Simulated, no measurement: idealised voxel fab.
Name of the process module below: voxel transistor to metal
Pictured: cross-section cut, 190 nm wide, on a grid of 5 nm square cells.
In what follows, cross-sections appear as grids of square cells, described through bands that run from the top down, where every band is one or more rows of cells.
Look at the band entry: it leads with the top's height and the bottom's height in nm. Then it lists the materials left to right, with a width in nm for each. The word "everywhere" on a single material says that material fills the band edge to edge. The word "blank" is empty space.
We count height from 0. Below that, the starting wafer is all one material. The lowest band never ends at the bottom but goes on down; see "0 and below" for how that is written.
Width "30->40": first value at the band's top row of cells, second value at its bottom row, equal change from row to row.
"no modifications" (step): cross-section cells unchanged, all of them.
The entry titled "Closed void catalog" provides the empty spaces that have no open way to the top, restricted to those of 8 cells or more. Each is presented as width x height at distance, the distance being measured from the left edge, with all three in nm.
If you see something after the settings on a step's line, that's the simulator's own remark about that step.
Each step line may optionally specify "overlay nm", which for a step with a mask gives the rightward distance between the mask's planned place and where it lay, a negative value indicating the leftward direction.
Each of the pairs that make up the rest of this document says: here is the cross-section before one process step, here is the cross-section after it, drawn only down to the lowest band that changed, and here, under the pair, is the step lying between them with its settings. Different pairs may come from different runs of this module on the same starting wafer, so a pair continues from the pair above it only where its entry headed "Incoming profile" says so.
[Incoming profile]
    25 down to 15 = SiO2 everywhere
    15 down to 0 = 25 SiO2 | 135 SiN | 30 SiO2
    0 down to -5 = SiO2 everywhere
    -5 down to -45 = 25 SiO2 | 135 Si | 30 SiO2
    -45 and below = Si everywhere
    Closed void catalog: none
[Post-Step Cross-Section]
    15 down to 0 = 25 SiO2 | 135 SiN | 30 SiO2
    Lower than 0, everything is as it was.
    Closed void catalog: none
Which step turns the before cross-section above into the after cross-section? CMP,height nm 15
Incoming profile: carried over from the after image of the pair right above.
[Post-Step Cross-Section]
    15 down to 10 = 25 blank | 135 SiN | 30 blank
    Lower than 10, everything is as it was.
    Closed void catalog: none
Which step turns the before cross-section above into the after cross-section? SELECTIVE_ETCH,etch materials SiO2,depth nm 5
Incoming profile: carried over from the after image of the pair right above.
[Post-Step Cross-Section]
    10 down to 0 = 25 SiO2 | 135 blank | 30 SiO2
    Lower than 0, everything is as it was.
    Closed void catalog: none
Which step turns the before cross-section above into the after cross-section? STRIP,etch materials SiN
Incoming profile: carried over from the after image of the pair right above.
[Post-Step Cross-Section]
    5 down to -5 = 20 SiO2 | 145 blank | 25 SiO2
    Lower than -5, everything is as it was.
    Closed void catalog: none
Which step turns the before cross-section above into the after cross-section? SELECTIVE_ETCH,etch materials SiO2,depth nm 5
Incoming profile: carried over from the after image of the pair right above.
[Post-Step Cross-Section]
    5 down to -5 = 20 SiO2 | 145 blank | 25 SiO2
    -5 down to -10 = SiO2 everywhere
    Lower than -10, everything is as it was.
    Closed void catalog: none
Which step turns the before cross-section above into the after cross-section? OXIDIZE,depth nm 5
Incoming profile: carried over from the after image of the pair right above.
[Post-Step Cross-Section]
    35 down to 25 = 20 polySi | 145 blank | 25 polySi
    25 down to 5 = polySi everywhere
    5 down to -5 = 20 SiO2 | 145 polySi | 25 SiO2
    Lower than -5, everything is as it was.
    Closed void catalog: none
Which step turns the before cross-section above into the after cross-section? DIRECTIONAL_DEP,material polySi,thk nm 30
Incoming profile: carried over from the after image of the pair right above.
[Post-Step Cross-Section]
    45 down to 35 = 20 SiCN | 145 blank | 25 SiCN
    35 down to 25 = 20 polySi | 145 SiCN | 25 polySi
    Lower than 25, everything is as it was.
    Closed void catalog: none
Which step turns the before cross-section above into the after cross-section? DIRECTIONAL_DEP,material SiCN,thk nm 10
Incoming profile: carried over from the after image of the pair right above.
[Post-Step Cross-Section]
    60 down to 50 = 20 aC | 145 blank | 25 aC
    50 down to 45 = aC everywhere
    45 down to 35 = 20 SiCN | 145 aC | 25 SiCN
    Lower than 35, everything is as it was.
    Closed void catalog: none
Which step turns the before cross-section above into the after cross-section? DIRECTIONAL_DEP,material aC,thk nm 15
Incoming profile: carried over from the after image of the pair right above.
[Post-Step Cross-Section]
    90 down to 60 = 75 blank | 35 resist | 80 blank
    60 down to 50 = 20 aC | 55 blank | 35 resist | 55 blank | 25 aC
    Lower than 50, everything is as it was.
    Closed void catalog: none
Which step turns the before cross-section above into the after cross-section? PATTERN,tone cover,mask id GATE,material resist,width nm 35,thk nm 30,overlay nm 0
Incoming profile: carried over from the after image of the pair right above.
[Post-Step Cross-Section]
    75 down to 50 = 75 blank | 35 resist | 80 blank
    50 down to 45 = 75 blank | 35 aC | 80 blank
    45 down to 35 = 20 SiCN | 55 blank | 35 aC | 55 blank | 25 SiCN
    Lower than 35, everything is as it was.
    Closed void catalog: none
Which step turns the before cross-section above into the after cross-section? DIRECTIONAL_ETCH,etch materials aC,depth nm 15
Incoming profile: carried over from the after image of the pair right above.
[Post-Step Cross-Section]
    50 down to 45 = 75 blank | 35 aC | 80 blank
    Lower than 45, everything is as it was.
    Closed void catalog: none
Which step turns the before cross-section above into the after cross-section? STRIP,etch materials resist
Incoming profile: carried over from the after image of the pair right above.
[Post-Step Cross-Section]
    50 down to 35 = 75 blank | 35 aC | 80 blank
    35 down to 25 = 20 polySi | 55 blank | 35 SiCN | 55 blank | 25 polySi
    Lower than 25, everything is as it was.
    Closed void catalog: none
Which step turns the before cross-section above into the after cross-section? DIRECTIONAL_ETCH,etch materials SiCN,depth nm 20
Incoming profile: carried over from the after image of the pair right above.
[Post-Step Cross-Section]
    50 down to 35 = 75 blank | 35 aC | 80 blank
    35 down to 25 = 75 blank | 35 SiCN | 80 blank
    25 down to 5 = 75 blank | 35 polySi | 80 blank
    5 down to -5 = 20 SiO2 | 55 blank | 35 polySi | 55 blank | 25 SiO2
    Lower than -5, everything is as it was.
    Closed void catalog: none
Which step turns the before cross-section above into the after cross-section? DIRECTIONAL_ETCH,etch materials polySi,depth nm 40
Incoming profile: carried over from the after image of the pair right above.
[Post-Step Cross-Section]
    35 down to 25 = 75 blank | 35 SiCN | 80 blank
    Lower than 25, everything is as it was.
    Closed void catalog: none
Which step turns the before cross-section above into the after cross-section? STRIP,etch materials aC
Incoming profile: carried over from the after image of the pair right above.
[Post-Step Cross-Section]
    40 down to 35 = 70 blank | 45 SiN | 75 blank
    35 down to 25 = 70 blank | 5 SiN | 35 SiCN | 5 SiN | 75 blank
    25 down to 10 = 70 blank | 5 SiN | 35 polySi | 5 SiN | 75 blank
    10 down to 5 = 25 SiN | 45 blank | 5 SiN | 35 polySi | 5 SiN | 45 blank | 30 SiN
    5 down to 0 = 20 SiO2 | 5 SiN | 45 blank | 5 SiN | 35 polySi | 5 SiN | 45 blank | 5 SiN | 25 SiO2
    0 down to -5 = 20 SiO2 | 55 SiN | 35 polySi | 55 SiN | 25 SiO2
    Lower than -5, everything is as it was.
    Closed void catalog: none
Which step turns the before cross-section above into the after cross-section? CONFORMAL_DEP,material SiN,thk nm 5
Incoming profile: carried over from the after image of the pair right above.
[Post-Step Cross-Section]
    35 down to 25 = 70 blank | 5 SiN | 35 SiCN | 5 SiN | 75 blank
    25 down to 5 = 70 blank | 5 SiN | 35 polySi | 5 SiN | 75 blank
    5 down to -5 = 20 SiO2 | 5 SiN | 45 blank | 5 SiN | 35 polySi | 5 SiN | 45 blank | 5 SiN | 25 SiO2
    Lower than -5, everything is as it was.
    Closed void catalog: none
Which step turns the before cross-section above into the after cross-section? DIRECTIONAL_ETCH,etch materials SiN,depth nm 5
Incoming profile: carried over from the after image of the pair right above.
[Post-Step Cross-Section]
    35 down to 25 = 70 blank | 5 SiN | 35 SiCN | 5 SiN | 75 blank
    25 down to 5 = 70 blank | 5 SiN | 35 polySi | 5 SiN | 75 blank
    5 down to 0 = 20 blank | 5 SiN | 45 blank | 5 SiN | 35 polySi | 5 SiN | 45 blank | 5 SiN | 25 blank
    0 down to -5 = 20 SiO2 | 5 SiN | 45 blank | 5 SiN | 35 polySi | 5 SiN | 45 blank | 5 SiN | 25 SiO2
    -5 down to -10 = 25 SiO2 | 45 blank | 45 SiO2 | 45 blank | 30 SiO2
    Lower than -10, everything is as it was.
    Closed void catalog: none
Which step turns the before cross-section above into the after cross-section? DIRECTIONAL_ETCH,etch materials SiO2,depth nm 5
Incoming profile: carried over from the after image of the pair right above.
[Post-Step Cross-Section]
    35 down to 25 = 70 blank | 5 SiN | 35 SiCN | 5 SiN | 75 blank
    25 down to 5 = 70 blank | 5 SiN | 35 polySi | 5 SiN | 75 blank
    5 down to 0 = 20 blank | 5 SiN | 45 blank | 5 SiN | 35 polySi | 5 SiN | 45 blank | 5 SiN | 25 blank
    0 down to -5 = 20 SiO2 | 5 SiN | 45 blank | 5 SiN | 35 polySi | 5 SiN | 45 blank | 5 SiN | 25 SiO2
    -5 down to -10 = 25 SiO2 | 45 blank | 45 SiO2 | 45 blank | 30 SiO2
    -10 down to -15 = 25 SiO2 | 45 blank | 45 Si | 45 blank | 30 SiO2
    Lower than -15, everything is as it was.
    Closed void catalog: none
Which step turns the before cross-section above into the after cross-section? DIRECTIONAL_ETCH,etch materials Si,depth nm 5
Incoming profile: carried over from the after image of the pair right above.
[Post-Step Cross-Section]
    35 down to 25 = 70 blank | 5 SiN | 35 SiCN | 5 SiN | 75 blank
    25 down to 5 = 70 blank | 5 SiN | 35 polySi | 5 SiN | 75 blank
    5 down to 0 = 20 blank | 5 SiN | 45 blank | 5 SiN | 35 polySi | 5 SiN | 45 blank | 5 SiN | 25 blank
    0 down to -5 = 20 SiO2 | 5 SiN | 45 blank | 5 SiN | 35 polySi | 5 SiN | 45 blank | 5 SiN | 25 SiO2
    -5 down to -10 = 25 SiO2 | 40 blank | 5 nSi | 45 SiO2 | 5 nSi | 40 blank | 30 SiO2
    -10 down to -15 = 25 SiO2 | 45 nSi | 45 Si | 45 nSi | 30 SiO2
    Lower than -15, everything is as it was.
    Closed void catalog: none
Which step turns the before cross-section above into the after cross-section? EPI,material nSi,thk nm 5
Incoming profile: carried over from the after image of the pair right above.
[Post-Step Cross-Section]
    45 down to 35 = SiO2 everywhere
    35 down to 25 = 70 SiO2 | 5 SiN | 35 SiCN | 5 SiN | 75 SiO2
    25 down to 5 = 70 SiO2 | 5 SiN | 35 polySi | 5 SiN | 75 SiO2
    5 down to -5 = 20 SiO2 | 5 SiN | 45 SiO2 | 5 SiN | 35 polySi | 5 SiN | 45 SiO2 | 5 SiN | 25 SiO2
    -5 down to -10 = 65 SiO2 | 5 nSi | 45 SiO2 | 5 nSi | 70 SiO2
    Lower than -10, everything is as it was.
    Closed void catalog: none
Which step turns the before cross-section above into the after cross-section? FILL_DEP,material SiO2,thk nm 10
Incoming profile: carried over from the after image of the pair right above.
[Post-Step Cross-Section]
    25 down to 5 = 70 SiO2 | 5 SiN | 35 polySi | 5 SiN | 75 SiO2
    Lower than 5, everything is as it was.
    Closed void catalog: none
Which step turns the before cross-section above into the after cross-section? CMP,height nm 25
Incoming profile: carried over from the after image of the pair right above.
[Post-Step Cross-Section]
    25 down to 5 = 70 SiO2 | 5 SiN | 35 blank | 5 SiN | 75 SiO2
    5 down to -5 = 20 SiO2 | 5 SiN | 45 SiO2 | 5 SiN | 35 blank | 5 SiN | 45 SiO2 | 5 SiN | 25 SiO2
    Lower than -5, everything is as it was.
    Closed void catalog: none
Which step turns the before cross-section above into the after cross-section? STRIP,etch materials polySi
Incoming profile: carried over from the after image of the pair right above.
[Post-Step Cross-Section]
    25 down to 20 = 70 blank | 5 SiN | 35 blank | 5 SiN | 75 blank
    20 down to 5 = 70 SiO2 | 5 SiN | 35 blank | 5 SiN | 75 SiO2
    5 down to -5 = 20 SiO2 | 5 SiN | 45 SiO2 | 5 SiN | 35 blank | 5 SiN | 45 SiO2 | 5 SiN | 25 SiO2
    -5 down to -10 = 65 SiO2 | 5 nSi | 45 blank | 5 nSi | 70 SiO2
    Lower than -10, everything is as it was.
    Closed void catalog: none
Which step turns the before cross-section above into the after cross-section? SELECTIVE_ETCH,etch materials SiO2,depth nm 5
Incoming profile: carried over from the after image of the pair right above.
[Post-Step Cross-Section]
    30 down to 25 = 65 blank | 15 HfO2 | 25 blank | 15 HfO2 | 70 blank
    25 down to 20 = 70 HfO2 | 5 SiN | 5 HfO2 | 25 blank | 5 HfO2 | 5 SiN | 75 HfO2
    20 down to 5 = 70 SiO2 | 5 SiN | 5 HfO2 | 25 blank | 5 HfO2 | 5 SiN | 75 SiO2
    5 down to -5 = 20 SiO2 | 5 SiN | 45 SiO2 | 5 SiN | 5 HfO2 | 25 blank | 5 HfO2 | 5 SiN | 45 SiO2 | 5 SiN | 25 SiO2
    -5 down to -10 = 65 SiO2 | 5 nSi | 45 HfO2 | 5 nSi | 70 SiO2
    Lower than -10, everything is as it was.
    Closed void catalog: none
Which step turns the before cross-section above into the after cross-section? CONFORMAL_DEP,material HfO2,thk nm 5
Incoming profile: carried over from the after image of the pair right above.
[Post-Step Cross-Section]
    35 down to 30 = 60 blank | 25 TiN | 15 blank | 25 TiN | 65 blank
    30 down to 25 = 65 TiN | 15 HfO2 | 5 TiN | 15 blank | 5 TiN | 15 HfO2 | 70 TiN
    25 down to 20 = 70 HfO2 | 5 SiN | 5 HfO2 | 5 TiN | 15 blank | 5 TiN | 5 HfO2 | 5 SiN | 75 HfO2
    20 down to 5 = 70 SiO2 | 5 SiN | 5 HfO2 | 5 TiN | 15 blank | 5 TiN | 5 HfO2 | 5 SiN | 75 SiO2
    5 down to 0 = 20 SiO2 | 5 SiN | 45 SiO2 | 5 SiN | 5 HfO2 | 5 TiN | 15 blank | 5 TiN | 5 HfO2 | 5 SiN | 45 SiO2 | 5 SiN | 25 SiO2
    0 down to -5 = 20 SiO2 | 5 SiN | 45 SiO2 | 5 SiN | 5 HfO2 | 25 TiN | 5 HfO2 | 5 SiN | 45 SiO2 | 5 SiN | 25 SiO2
    Lower than -5, everything is as it was.
    Closed void catalog: none
Which step turns the before cross-section above into the after cross-section? CONFORMAL_DEP,material TiN,thk nm 5
Incoming profile: carried over from the after image of the pair right above.
[Post-Step Cross-Section]
    45 down to 35 = W everywhere
    35 down to 30 = 60 W | 25 TiN | 15 W | 25 TiN | 65 W
    30 down to 25 = 65 TiN | 15 HfO2 | 5 TiN | 15 W | 5 TiN | 15 HfO2 | 70 TiN
    25 down to 20 = 70 HfO2 | 5 SiN | 5 HfO2 | 5 TiN | 15 W | 5 TiN | 5 HfO2 | 5 SiN | 75 HfO2
    20 down to 5 = 70 SiO2 | 5 SiN | 5 HfO2 | 5 TiN | 15 W | 5 TiN | 5 HfO2 | 5 SiN | 75 SiO2
    5 down to 0 = 20 SiO2 | 5 SiN | 45 SiO2 | 5 SiN | 5 HfO2 | 5 TiN | 15 W | 5 TiN | 5 HfO2 | 5 SiN | 45 SiO2 | 5 SiN | 25 SiO2
    Lower than 0, everything is as it was.
    Closed void catalog: none
Which step turns the before cross-section above into the after cross-section? FILL_DEP,material W,thk nm 10
Incoming profile: carried over from the after image of the pair right above.
[Post-Step Cross-Section]
    20 down to 5 = 70 SiO2 | 5 SiN | 5 HfO2 | 5 TiN | 15 W | 5 TiN | 5 HfO2 | 5 SiN | 75 SiO2
    Lower than 5, everything is as it was.
    Closed void catalog: none
Which step turns the before cross-section above into the after cross-section? CMP,height nm 20
Incoming profile: carried over from the after image of the pair right above.
[Post-Step Cross-Section]
    35 down to 20 = SiO2 everywhere
    Lower than 20, everything is as it was.
    Closed void catalog: none
Which step turns the before cross-section above into the after cross-section? DIRECTIONAL_DEP,material SiO2,thk nm 15
Incoming profile: carried over from the after image of the pair right above.
[Post-Step Cross-Section]
    35 down to 20 = 35 SiO2 | 20 blank | 75 SiO2 | 20 blank | 40 SiO2
    20 down to 5 = 35 SiO2 | 20 blank | 15 SiO2 | 5 SiN | 5 HfO2 | 5 TiN | 15 W | 5 TiN | 5 HfO2 | 5 SiN | 15 SiO2 | 20 blank | 40 SiO2
    5 down to 0 = 20 SiO2 | 5 SiN | 10 SiO2 | 20 blank | 15 SiO2 | 5 SiN | 5 HfO2 | 5 TiN | 15 W | 5 TiN | 5 HfO2 | 5 SiN | 15 SiO2 | 20 blank | 10 SiO2 | 5 SiN | 25 SiO2
    0 down to -5 = 20 SiO2 | 5 SiN | 10 SiO2 | 20 blank | 15 SiO2 | 5 SiN | 5 HfO2 | 25 TiN | 5 HfO2 | 5 SiN | 15 SiO2 | 20 blank | 10 SiO2 | 5 SiN | 25 SiO2
    -5 down to -10 = 35 SiO2 | 20 blank | 10 SiO2 | 5 nSi | 45 HfO2 | 5 nSi | 10 SiO2 | 20 blank | 40 SiO2
    Lower than -10, everything is as it was.
    Closed void catalog: none
Which step turns the before cross-section above into the after cross-section? MASKED_ETCH,tone open,mask id CONTACT,width nm 20,pitch nm 95,etch materials SiO2,depth nm 45,overlay nm 0
Incoming profile: carried over from the after image of the pair right above.
[Post-Step Cross-Section]
    40 down to 35 = 40 TiN | 10 blank | 85 TiN | 10 blank | 45 TiN
    35 down to 20 = 35 SiO2 | 5 TiN | 10 blank | 5 TiN | 75 SiO2 | 5 TiN | 10 blank | 5 TiN | 40 SiO2
    20 down to 5 = 35 SiO2 | 5 TiN | 10 blank | 5 TiN | 15 SiO2 | 5 SiN | 5 HfO2 | 5 TiN | 15 W | 5 TiN | 5 HfO2 | 5 SiN | 15 SiO2 | 5 TiN | 10 blank | 5 TiN | 40 SiO2
    5 down to 0 = 20 SiO2 | 5 SiN | 10 SiO2 | 5 TiN | 10 blank | 5 TiN | 15 SiO2 | 5 SiN | 5 HfO2 | 5 TiN | 15 W | 5 TiN | 5 HfO2 | 5 SiN | 15 SiO2 | 5 TiN | 10 blank | 5 TiN | 10 SiO2 | 5 SiN | 25 SiO2
    0 down to -5 = 20 SiO2 | 5 SiN | 10 SiO2 | 5 TiN | 10 blank | 5 TiN | 15 SiO2 | 5 SiN | 5 HfO2 | 25 TiN | 5 HfO2 | 5 SiN | 15 SiO2 | 5 TiN | 10 blank | 5 TiN | 10 SiO2 | 5 SiN | 25 SiO2
    -5 down to -10 = 35 SiO2 | 20 TiN | 10 SiO2 | 5 nSi | 45 HfO2 | 5 nSi | 10 SiO2 | 20 TiN | 40 SiO2
    Lower than -10, everything is as it was.
    Closed void catalog: none
Which step turns the before cross-section above into the after cross-section? CONFORMAL_DEP,material TiN,thk nm 5
Incoming profile: carried over from the after image of the pair right above.
[Post-Step Cross-Section]
    45 down to 40 = W everywhere
    40 down to 35 = 40 TiN | 10 W | 85 TiN | 10 W | 45 TiN
    35 down to 20 = 35 SiO2 | 5 TiN | 10 W | 5 TiN | 75 SiO2 | 5 TiN | 10 W | 5 TiN | 40 SiO2
    20 down to 5 = 35 SiO2 | 5 TiN | 10 W | 5 TiN | 15 SiO2 | 5 SiN | 5 HfO2 | 5 TiN | 15 W | 5 TiN | 5 HfO2 | 5 SiN | 15 SiO2 | 5 TiN | 10 W | 5 TiN | 40 SiO2
    5 down to 0 = 20 SiO2 | 5 SiN | 10 SiO2 | 5 TiN | 10 W | 5 TiN | 15 SiO2 | 5 SiN | 5 HfO2 | 5 TiN | 15 W | 5 TiN | 5 HfO2 | 5 SiN | 15 SiO2 | 5 TiN | 10 W | 5 TiN | 10 SiO2 | 5 SiN | 25 SiO2
    0 down to -5 = 20 SiO2 | 5 SiN | 10 SiO2 | 5 TiN | 10 W | 5 TiN | 15 SiO2 | 5 SiN | 5 HfO2 | 25 TiN | 5 HfO2 | 5 SiN | 15 SiO2 | 5 TiN | 10 W | 5 TiN | 10 SiO2 | 5 SiN | 25 SiO2
    Lower than -5, everything is as it was.
    Closed void catalog: none
Which step turns the before cross-section above into the after cross-section? FILL_DEP,material W,thk nm 5
Incoming profile: carried over from the after image of the pair right above.
[Post-Step Cross-Section]
    35 down to 20 = 35 SiO2 | 5 TiN | 10 W | 5 TiN | 75 SiO2 | 5 TiN | 10 W | 5 TiN | 40 SiO2
    Lower than 20, everything is as it was.
    Closed void catalog: none
Which step turns the before cross-section above into the after cross-section? CMP,height nm 35
Incoming profile: carried over from the after image of the pair right above.
[Post-Step Cross-Section]
    40 down to 35 = TiN everywhere
    Lower than 35, everything is as it was.
    Closed void catalog: none
Which step turns the before cross-section above into the after cross-section? DIRECTIONAL_DEP,material TiN,thk nm 5
Incoming profile: carried over from the after image of the pair right above.
[Post-Step Cross-Section]
    60 down to 40 = W everywhere
    Lower than 40, everything is as it was.
    Closed void catalog: none
Which step turns the before cross-section above into the after cross-section? DIRECTIONAL_DEP,material W,thk nm 20
Incoming profile: carried over from the after image of the pair right above.
[Post-Step Cross-Section]
    60 down to 40 = 35 blank | 20 W | 75 blank | 20 W | 40 blank
    Lower than 40, everything is as it was.
    Closed void catalog: none
Which step turns the before cross-section above into the after cross-section? MASKED_ETCH,tone cover,mask id METAL_1,width nm 20,pitch nm 95,etch materials W,depth nm 20,overlay nm 0
Incoming profile: carried over from the after image of the pair right above.
[Post-Step Cross-Section]
    60 down to 40 = 35 blank | 20 W | 75 blank | 20 W | 40 blank
    40 down to 35 = 35 blank | 20 TiN | 75 blank | 20 TiN | 40 blank
    Lower than 35, everything is as it was.
    Closed void catalog: none
Which step turns the before cross-section above into the after cross-section? MASKED_ETCH,tone cover,mask id METAL_1,width nm 20,pitch nm 95,etch materials TiN,depth nm 5,overlay nm 0
Incoming profile: carried over from the after image of the pair right above.
[Post-Step Cross-Section]
    70 down to 60 = lowk everywhere
    60 down to 40 = 35 lowk | 20 W | 75 lowk | 20 W | 40 lowk
    40 down to 35 = 35 lowk | 20 TiN | 75 lowk | 20 TiN | 40 lowk
    Lower than 35, everything is as it was.
    Closed void catalog: none
Which step turns the before cross-section above into the after cross-section? FILL_DEP,material lowk,thk nm 10
Incoming profile: carried over from the after image of the pair right above.
[Post-Step Cross-Section]
    60 down to 40 = 35 lowk | 20 W | 75 lowk | 20 W | 40 lowk
    Lower than 40, everything is as it was.
    Closed void catalog: none
Which step turns the before cross-section above into the after cross-section? CMP,height nm 60
Incoming profile: carried over from the after image of the pair right above.
[Post-Step Cross-Section]
    65 down to 60 = SiCN everywhere
    Lower than 60, everything is as it was.
    Closed void catalog: none
Which step turns the before cross-section above into the after cross-section? CONFORMAL_DEP,material SiCN,thk nm 5
[Incoming profile]
    15 down to 0 = 25 SiO2 | 135 SiN | 30 SiO2
    0 down to -5 = SiO2 everywhere
    -5 down to -25 = 25 SiO2 | 135 Si | 30 SiO2
    -25 and below = Si everywhere
    Closed void catalog: none
[Post-Step Cross-Section]
    15 down to 0 = 25 SiO2 | 135 blank | 30 SiO2
    Lower than 0, everything is as it was.
    Closed void catalog: none
Which step turns the before cross-section above into the after cross-section? STRIP,etch materials SiN
Incoming profile: carried over from the after image of the pair right above.
[Post-Step Cross-Section]
    10 down to -5 = 20 SiO2 | 145 blank | 25 SiO2
    Lower than -5, everything is as it was.
    Closed void catalog: none
Which step turns the before cross-section above into the after cross-section? SELECTIVE_ETCH,etch materials SiO2,depth nm 5
Incoming profile: carried over from the after image of the pair right above.
[Post-Step Cross-Section]
    5 down to -5 = 15 SiO2 | 155 blank | 20 SiO2
    -5 down to -10 = 15 SiO2 | 10 blank | 135 Si | 10 blank | 20 SiO2
    Lower than -10, everything is as it was.
    Closed void catalog: none
Which step turns the before cross-section above into the after cross-section? SELECTIVE_ETCH,etch materials SiO2,depth nm 5
Incoming profile: carried over from the after image of the pair right above.
[Post-Step Cross-Section]
    5 down to -5 = 15 SiO2 | 155 blank | 20 SiO2
    -5 down to -10 = 15 SiO2 | 10 blank | 135 SiO2 | 10 blank | 20 SiO2
    -10 down to -15 = 30 SiO2 | 125 Si | 35 SiO2
    Lower than -15, everything is as it was.
    Closed void catalog: none
Which step turns the before cross-section above into the after cross-section? OXIDIZE,depth nm 5
Incoming profile: carried over from the after image of the pair right above.
[Post-Step Cross-Section]
    35 down to 25 = 15 polySi | 155 blank | 20 polySi
    25 down to 20 = 15 polySi | 10 blank | 135 polySi | 10 blank | 20 polySi
    20 down to 5 = polySi everywhere
    5 down to -5 = 15 SiO2 | 155 polySi | 20 SiO2
    -5 down to -10 = 15 SiO2 | 10 polySi | 135 SiO2 | 10 polySi | 20 SiO2
    Lower than -10, everything is as it was.
    Closed void catalog: none
Which step turns the before cross-section above into the after cross-section? DIRECTIONAL_DEP,material polySi,thk nm 30
Incoming profile: carried over from the after image of the pair right above.
[Post-Step Cross-Section]
    45 down to 35 = 15 SiCN | 155 blank | 20 SiCN
    35 down to 30 = 15 polySi | 10 blank | 135 SiCN | 10 blank | 20 polySi
    30 down to 25 = 15 polySi | 155 SiCN | 20 polySi
    25 down to 20 = 15 polySi | 10 SiCN | 135 polySi | 10 SiCN | 20 polySi
    Lower than 20, everything is as it was.
    Closed void catalog: none
Which step turns the before cross-section above into the after cross-section? DIRECTIONAL_DEP,material SiCN,thk nm 10
Incoming profile: carried over from the after image of the pair right above.
[Post-Step Cross-Section]
    60 down to 50 = 15 aC | 155 blank | 20 aC
    50 down to 45 = 15 aC | 10 blank | 135 aC | 10 blank | 20 aC
    45 down to 35 = 15 SiCN | 155 aC | 20 SiCN
    35 down to 30 = 15 polySi | 10 aC | 135 SiCN | 10 aC | 20 polySi
    Lower than 30, everything is as it was.
    Closed void catalog: none
Which step turns the before cross-section above into the after cross-section? DIRECTIONAL_DEP,material aC,thk nm 15
Incoming profile: carried over from the after image of the pair right above.
[Post-Step Cross-Section]
    90 down to 60 = 75 blank | 35 resist | 80 blank
    60 down to 50 = 15 aC | 60 blank | 35 resist | 60 blank | 20 aC
    Lower than 50, everything is as it was.
    Closed void catalog: none
Which step turns the before cross-section above into the after cross-section? PATTERN,tone cover,mask id GATE,material resist,width nm 35,thk nm 30,overlay nm 0
Incoming profile: carried over from the after image of the pair right above.
[Post-Step Cross-Section]
    75 down to 50 = 75 blank | 35 resist | 80 blank
    50 down to 45 = 75 blank | 35 aC | 80 blank
    45 down to 35 = 15 SiCN | 60 blank | 35 aC | 60 blank | 20 SiCN
    35 down to 30 = 15 polySi | 10 blank | 135 SiCN | 10 blank | 20 polySi
    Lower than 30, everything is as it was.
    Closed void catalog: none
Which step turns the before cross-section above into the after cross-section? DIRECTIONAL_ETCH,etch materials aC,depth nm 15
Incoming profile: carried over from the after image of the pair right above.
[Post-Step Cross-Section]
    50 down to 45 = 75 blank | 35 aC | 80 blank
    Lower than 45, everything is as it was.
    Closed void catalog: none
Which step turns the before cross-section above into the after cross-section? STRIP,etch materials resist
Incoming profile: carried over from the after image of the pair right above.
[Post-Step Cross-Section]
    50 down to 35 = 75 blank | 35 aC | 80 blank
    35 down to 25 = 15 polySi | 60 blank | 35 SiCN | 60 blank | 20 polySi
    25 down to 20 = 15 polySi | 10 blank | 135 polySi | 10 blank | 20 polySi
    Lower than 20, everything is as it was.
    Closed void catalog: none
Which step turns the before cross-section above into the after cross-section? DIRECTIONAL_ETCH,etch materials SiCN,depth nm 20
Incoming profile: carried over from the after image of the pair right above.
[Post-Step Cross-Section]
    50 down to 35 = 75 blank | 35 aC | 80 blank
    35 down to 25 = 75 blank | 35 SiCN | 80 blank
    25 down to 5 = 75 blank | 35 polySi | 80 blank
    5 down to -5 = 15 SiO2 | 60 blank | 35 polySi | 60 blank | 20 SiO2
    -5 down to -10 = 15 SiO2 | 10 blank | 135 SiO2 | 10 blank | 20 SiO2
    Lower than -10, everything is as it was.
    Closed void catalog: none
Which step turns the before cross-section above into the after cross-section? DIRECTIONAL_ETCH,etch materials polySi,depth nm 40
Incoming profile: carried over from the after image of the pair right above.
[Post-Step Cross-Section]
    35 down to 25 = 75 blank | 35 SiCN | 80 blank
    Lower than 25, everything is as it was.
    Closed void catalog: none
Which step turns the before cross-section above into the after cross-section? STRIP,etch materials aC
Incoming profile: carried over from the after image of the pair right above.
[Post-Step Cross-Section]
    40 down to 35 = 70 blank | 45 SiN | 75 blank
    35 down to 25 = 70 blank | 5 SiN | 35 SiCN | 5 SiN | 75 blank
    25 down to 10 = 70 blank | 5 SiN | 35 polySi | 5 SiN | 75 blank
    10 down to 5 = 20 SiN | 50 blank | 5 SiN | 35 polySi | 5 SiN | 50 blank | 25 SiN
    5 down to 0 = 15 SiO2 | 5 SiN | 50 blank | 5 SiN | 35 polySi | 5 SiN | 50 blank | 5 SiN | 20 SiO2
    0 down to -5 = 15 SiO2 | 60 SiN | 35 polySi | 60 SiN | 20 SiO2
    -5 down to -10 = 15 SiO2 | 10 SiN | 135 SiO2 | 10 SiN | 20 SiO2
    Lower than -10, everything is as it was.
    Closed void catalog: none
Which step turns the before cross-section above into the after cross-section? CONFORMAL_DEP,material SiN,thk nm 5
Incoming profile: carried over from the after image of the pair right above.
[Post-Step Cross-Section]
    35 down to 25 = 70 blank | 5 SiN | 35 SiCN | 5 SiN | 75 blank
    25 down to 5 = 70 blank | 5 SiN | 35 polySi | 5 SiN | 75 blank
    5 down to -5 = 15 SiO2 | 5 SiN | 50 blank | 5 SiN | 35 polySi | 5 SiN | 50 blank | 5 SiN | 20 SiO2
    Lower than -5, everything is as it was.
    Closed void catalog: none
Which step turns the before cross-section above into the after cross-section? DIRECTIONAL_ETCH,etch materials SiN,depth nm 5
Incoming profile: carried over from the after image of the pair right above.
[Post-Step Cross-Section]
    35 down to 25 = 70 blank | 5 SiN | 35 SiCN | 5 SiN | 75 blank
    25 down to 5 = 70 blank | 5 SiN | 35 polySi | 5 SiN | 75 blank
    5 down to 0 = 15 blank | 5 SiN | 50 blank | 5 SiN | 35 polySi | 5 SiN | 50 blank | 5 SiN | 20 blank
    0 down to -5 = 15 SiO2 | 5 SiN | 50 blank | 5 SiN | 35 polySi | 5 SiN | 50 blank | 5 SiN | 20 SiO2
    -5 down to -10 = 15 SiO2 | 10 SiN | 45 blank | 45 SiO2 | 45 blank | 10 SiN | 20 SiO2
    Lower than -10, everything is as it was.
    Closed void catalog: none
Which step turns the before cross-section above into the after cross-section? DIRECTIONAL_ETCH,etch materials SiO2,depth nm 5
